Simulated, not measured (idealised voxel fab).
process module | voxel fin reveal
cross-section cut | 210 nm wide | cells 5 nm
A cross-section is a grid of square cells, given in bands from the top down. A band is one or more rows of cells.
Each band's line starts with the height of the band's top and of its bottom, in nm. Then come its materials from left to right, each with its width in nm. One material with "throughout" fills the band from edge to edge. "air" is empty space.
Height 0 is the level under which the wafer as received is all one material. The lowest band goes on downwards, as in "0 down".
A width such as "30 to 40" changes by the same amount from each row of cells to the next, from the band's top row to its bottom row.
"no change" after a step means that no cell of the cross-section changed.
closed voids: empty space of 8 cells or more with no open way to the top, each as width x height at its distance from the left edge, in nm
after a step's settings: what the simulator itself notes on the step
overlay nm, on a step with a mask: how far to the right of its planned place the mask lay; to the left if negative
plan
1 op RECEIVE | material Si
2 op CONFORMAL_DEP | material SiN | thk nm 10
3 op DIRECTIONAL_DEP | material aC | thk nm 15
4 op PATTERN | tone cover | mask id FINS | material resist | width nm 15 | pitch nm 40 | thk nm 30 | overlay nm 0
5 op DIRECTIONAL_ETCH | etch materials aC | depth nm 15
6 op STRIP | etch materials resist
7 op DIRECTIONAL_ETCH | etch materials SiN | depth nm 10
8 op DIRECTIONAL_ETCH | etch materials Si | depth nm 30
9 op STRIP | etch materials aC
10 op FILL_DEP | material SiO2 | thk nm 15
11 op CMP | height nm 10
12 op SELECTIVE_ETCH | etch materials SiO2 | depth nm 30
13 op STRIP | etch materials SiN
14 op CONFORMAL_DEP | material HfO2 | thk nm 5
first wafer, as planned
as received, after step 1
  0 down: Si throughout
  closed voids: none
after step 2
  10 to 0: SiN throughout
  below 0: unchanged
after step 3
  25 to 10: aC throughout
  below 10: unchanged
after step 4
  55 to 25: air 75 | resist 15 | air 25 | resist 15 | air 80
  below 25: unchanged
after step 5
  40 to 25: air 75 | resist 15 | air 25 | resist 15 | air 80
  25 to 10: air 75 | aC 15 | air 25 | aC 15 | air 80
  below 10: unchanged
after step 6
  25 to 10: air 75 | aC 15 | air 25 | aC 15 | air 80
  below 10: unchanged
after step 7
  25 to 10: air 75 | aC 15 | air 25 | aC 15 | air 80
  10 to 0: air 75 | SiN 15 | air 25 | SiN 15 | air 80
  below 0: unchanged
after step 8
  25 to 10: air 75 | aC 15 | air 25 | aC 15 | air 80
  10 to 0: air 75 | SiN 15 | air 25 | SiN 15 | air 80
  0 to -30: air 75 | Si 15 | air 25 | Si 15 | air 80
  below -30: unchanged
after step 9
  10 to 0: air 75 | SiN 15 | air 25 | SiN 15 | air 80
  below 0: unchanged
after step 10
  25 to 10: SiO2 throughout
  10 to 0: SiO2 75 | SiN 15 | SiO2 25 | SiN 15 | SiO2 80
  0 to -30: SiO2 75 | Si 15 | SiO2 25 | Si 15 | SiO2 80
  below -30: unchanged
after step 11
  10 to 0: SiO2 75 | SiN 15 | SiO2 25 | SiN 15 | SiO2 80
  below 0: unchanged
after step 12
  10 to 0: air 75 | SiN 15 | air 25 | SiN 15 | air 80
  0 to -20: air 75 | Si 15 | air 25 | Si 15 | air 80
  below -20: unchanged
after step 13
  0 to -20: air 75 | Si 15 | air 25 | Si 15 | air 80
  below -20: unchanged
after step 14
  5 to 0: air 70 | HfO2 25 | air 15 | HfO2 25 | air 75
  0 to -15: air 70 | HfO2 5 | Si 15 | HfO2 5 | air 15 | HfO2 5 | Si 15 | HfO2 5 | air 75
  -15 to -20: HfO2 75 | Si 15 | HfO2 25 | Si 15 | HfO2 80
  below -20: unchanged
second wafer: like start, like plan, one mistake. Through step 3 it matches the first wafer
when step 4 should have ended
  55 to 25: resist 75 | air 15 | resist 25 | air 15 | resist 80
  below 25: unchanged
when step 5 should have ended
  40 to 25: resist 75 | air 15 | resist 25 | air 15 | resist 80
  25 to 10: aC 75 | air 15 | aC 25 | air 15 | aC 80
  below 10: unchanged
when step 6 should have ended
  25 to 10: aC 75 | air 15 | aC 25 | air 15 | aC 80
  below 10: unchanged
when step 7 should have ended
  25 to 10: aC 75 | air 15 | aC 25 | air 15 | aC 80
  10 to 0: SiN 75 | air 15 | SiN 25 | air 15 | SiN 80
  below 0: unchanged
when step 8 should have ended
  25 to 10: aC 75 | air 15 | aC 25 | air 15 | aC 80
  10 to 0: SiN 75 | air 15 | SiN 25 | air 15 | SiN 80
  0 to -30: Si 75 | air 15 | Si 25 | air 15 | Si 80
  below -30: unchanged
when step 9 should have ended
  10 to 0: SiN 75 | air 15 | SiN 25 | air 15 | SiN 80
  below 0: unchanged
when step 10 should have ended
  25 to 10: SiO2 throughout
  10 to 0: SiN 75 | SiO2 15 | SiN 25 | SiO2 15 | SiN 80
  0 to -30: Si 75 | SiO2 15 | Si 25 | SiO2 15 | Si 80
  below -30: unchanged
when step 11 should have ended
  10 to 0: SiN 75 | SiO2 15 | SiN 25 | SiO2 15 | SiN 80
  below 0: unchanged
when step 12 should have ended
  10 to 0: SiN 75 | air 15 | SiN 25 | air 15 | SiN 80
  0 to -20: Si 75 | air 15 | Si 25 | air 15 | Si 80
  below -20: unchanged
when step 13 should have ended
  0 to -20: Si 75 | air 15 | Si 25 | air 15 | Si 80
  below -20: unchanged
when step 14 should have ended
  5 to 0: HfO2 80 | air 5 | HfO2 35 | air 5 | HfO2 85
  0 to -15: Si 75 | HfO2 5 | air 5 | HfO2 5 | Si 25 | HfO2 5 | air 5 | HfO2 5 | Si 80
  -15 to -20: Si 75 | HfO2 15 | Si 25 | HfO2 15 | Si 80
  below -20: unchanged
what went wrong: step 4 ran as: op PATTERN | tone open | mask id FINS | material resist | width nm 15 | pitch nm 40 | thk nm 30 | overlay nm 0
at the end the second wafer has, in cells: 180 more of Si | 60 fewer of SiO2
